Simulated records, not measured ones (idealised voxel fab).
Herein follows the process module entitled voxel ribs on slabs.
Each square cell in cross-section cut measures 5 nm, and the section as a whole is 160 nm wide.
Each cross-section below is a grid of square cells, stated as bands in top-down order, with one or more rows of cells making up each band.
Read a band's entry like this: the first values are the height of its top and the height of its bottom in nm, and what follows is the sequence of materials from left to right, each with its width in nm. Note that "blank" is empty space, and that a single material marked "full width" reaches across the band from edge to edge.
All heights in this document are referenced to 0, defined as the level beneath which the wafer, as received, consists entirely of one material. The lowest band is not bounded below; it extends indefinitely downward and is written in the form "0..down".
A two-number width, for instance "30 to 40", indicates that the width is equal to the first number in the top row of the band and to the second number in the bottom row, and that it changes by a constant amount per row of cells.
Step marked "nothing was modified"? Then no cell in the cross-section changed in it.
Closed empty spaces (no open way to the top) of 8 cells or more are what "Sealed void inventory" lists, each as width x height at distance from the left edge, nm for all three.
Post-settings text on a step line: simulator's own remark regarding the step.
overlay nm, on a step with a mask: how far to the right of its planned place the mask lay; to the left if negative
The following list gives the planned process steps:
- 1: RECEIVE [material Si]
- 2: DIRECTIONAL_DEP [material SiO2] [thk nm 20]
- 3: DIRECTIONAL_DEP [material polySi] [thk nm 20]
- 4: PATTERN [tone cover] [mask id RIB] [material resist] [width nm 30] [thk nm 15] [overlay nm 0]
- 5: DIRECTIONAL_ETCH [etch materials polySi] [depth nm 5]
- 6: STRIP [etch materials resist]
- 7: PATTERN [tone cover] [mask id SLAB] [material resist] [width nm 60] [thk nm 20] [overlay nm 0]
- 8: DIRECTIONAL_ETCH [etch materials polySi] [depth nm 15]
- 9: STRIP [etch materials resist]
- 10: FILL_DEP [material SiO2] [thk nm 20]
- 11: CMP [height nm 50]
- 12: DIRECTIONAL_DEP [material TiN] [thk nm 10]
- 13: PATTERN [tone cover] [mask id HEATER] [material resist] [width nm 40] [thk nm 15] [overlay nm 0]
- 14: DIRECTIONAL_ETCH [etch materials TiN] [depth nm 10]
- 15: STRIP [etch materials resist]
- 16: CONFORMAL_DEP [material SiO2] [thk nm 5]
The following pertains to the first of two wafers, which was processed as planned:
Wafer as received: cross-section following step 1:
  0..down: Si full width
  Sealed void inventory: none
Take a look at the wafer's cross-section after step 2:
  20..0: SiO2 full width
  Note: structure below 0 unchanged.
Take a look at the wafer's cross-section after step 3:
  40..20: polySi full width
  Note: structure below 20 unchanged.
Take a look at the wafer's cross-section after step 4:
  55..40: 65 blank, then 30 resist, then 65 blank
  Note: structure below 40 unchanged.
Take a look at the wafer's cross-section after step 5:
  55..40: 65 blank, then 30 resist, then 65 blank
  40..35: 65 blank, then 30 polySi, then 65 blank
  Note: structure below 35 unchanged.
Take a look at the wafer's cross-section after step 6:
  40..35: 65 blank, then 30 polySi, then 65 blank
  Note: structure below 35 unchanged.
Take a look at the wafer's cross-section after step 7:
  60..40: 50 blank, then 60 resist, then 50 blank
  40..35: 50 blank, then 15 resist, then 30 polySi, then 15 resist, then 50 blank
  Note: structure below 35 unchanged.
Take a look at the wafer's cross-section after step 8:
  60..40: 50 blank, then 60 resist, then 50 blank
  40..35: 50 blank, then 15 resist, then 30 polySi, then 15 resist, then 50 blank
  35..20: 50 blank, then 60 polySi, then 50 blank
  Note: structure below 20 unchanged.
Take a look at the wafer's cross-section after step 9:
  40..35: 65 blank, then 30 polySi, then 65 blank
  Note: structure below 35 unchanged.
Take a look at the wafer's cross-section after step 10:
  60..40: SiO2 full width
  40..35: 65 SiO2, then 30 polySi, then 65 SiO2
  35..20: 50 SiO2, then 60 polySi, then 50 SiO2
  Note: structure below 20 unchanged.
Take a look at the wafer's cross-section after step 11:
  50..40: SiO2 full width
  Note: structure below 40 unchanged.
Take a look at the wafer's cross-section after step 12:
  60..50: TiN full width
  Note: structure below 50 unchanged.
Take a look at the wafer's cross-section after step 13:
  75..60: 60 blank, then 40 resist, then 60 blank
  Note: structure below 60 unchanged.
Take a look at the wafer's cross-section after step 14:
  75..60: 60 blank, then 40 resist, then 60 blank
  60..50: 60 blank, then 40 TiN, then 60 blank
  Note: structure below 50 unchanged.
Take a look at the wafer's cross-section after step 15:
  60..50: 60 blank, then 40 TiN, then 60 blank
  Note: structure below 50 unchanged.
Take a look at the wafer's cross-section after step 16:
  65..60: 55 blank, then 50 SiO2, then 55 blank
  60..55: 55 blank, then 5 SiO2, then 40 TiN, then 5 SiO2, then 55 blank
  55..50: 60 SiO2, then 40 TiN, then 60 SiO2
  Note: structure below 50 unchanged.
Regarding the second of the two wafers: it shared the first wafer's starting condition and process plan, yet one error occurred during its execution. Its history coincides with that of the first wafer up to and including step 6:
The second wafer cut through, at the time step 7 was supposed to be finished:
  60..40: 45 blank, then 70 resist, then 45 blank
  40..35: 45 blank, then 20 resist, then 30 polySi, then 20 resist, then 45 blank
  Note: structure below 35 unchanged.
The second wafer cut through, at the time step 8 was supposed to be finished:
  60..40: 45 blank, then 70 resist, then 45 blank
  40..35: 45 blank, then 20 resist, then 30 polySi, then 20 resist, then 45 blank
  35..20: 45 blank, then 70 polySi, then 45 blank
  Note: structure below 20 unchanged.
The second wafer cut through, at the time step 9 was supposed to be finished:
  40..35: 65 blank, then 30 polySi, then 65 blank
  Note: structure below 35 unchanged.
The second wafer cut through, at the time step 10 was supposed to be finished:
  60..40: SiO2 full width
  40..35: 65 SiO2, then 30 polySi, then 65 SiO2
  35..20: 45 SiO2, then 70 polySi, then 45 SiO2
  Note: structure below 20 unchanged.
The second wafer cut through, at the time step 11 was supposed to be finished:
  50..40: SiO2 full width
  Note: structure below 40 unchanged.
The second wafer cut through, at the time step 12 was supposed to be finished:
  60..50: TiN full width
  Note: structure below 50 unchanged.
The second wafer cut through, at the time step 13 was supposed to be finished:
  75..60: 60 blank, then 40 resist, then 60 blank
  Note: structure below 60 unchanged.
The second wafer cut through, at the time step 14 was supposed to be finished:
  75..60: 60 blank, then 40 resist, then 60 blank
  60..50: 60 blank, then 40 TiN, then 60 blank
  Note: structure below 50 unchanged.
The second wafer cut through, at the time step 15 was supposed to be finished:
  60..50: 60 blank, then 40 TiN, then 60 blank
  Note: structure below 50 unchanged.
The second wafer cut through, at the time step 16 was supposed to be finished:
  65..60: 55 blank, then 50 SiO2, then 55 blank
  60..55: 55 blank, then 5 SiO2, then 40 TiN, then 5 SiO2, then 55 blank
  55..50: 60 SiO2, then 40 TiN, then 60 SiO2
  Note: structure below 50 unchanged.
Misprocessing identified: not per plan at step 7, really ran PATTERN [tone cover] [mask id SLAB] [material resist] [width nm 70] [thk nm 20] [overlay nm 0]
Wrapping up, a cell-based count of both wafers puts the second over or under the first for these materials: -6 SiO2; +6 polySi
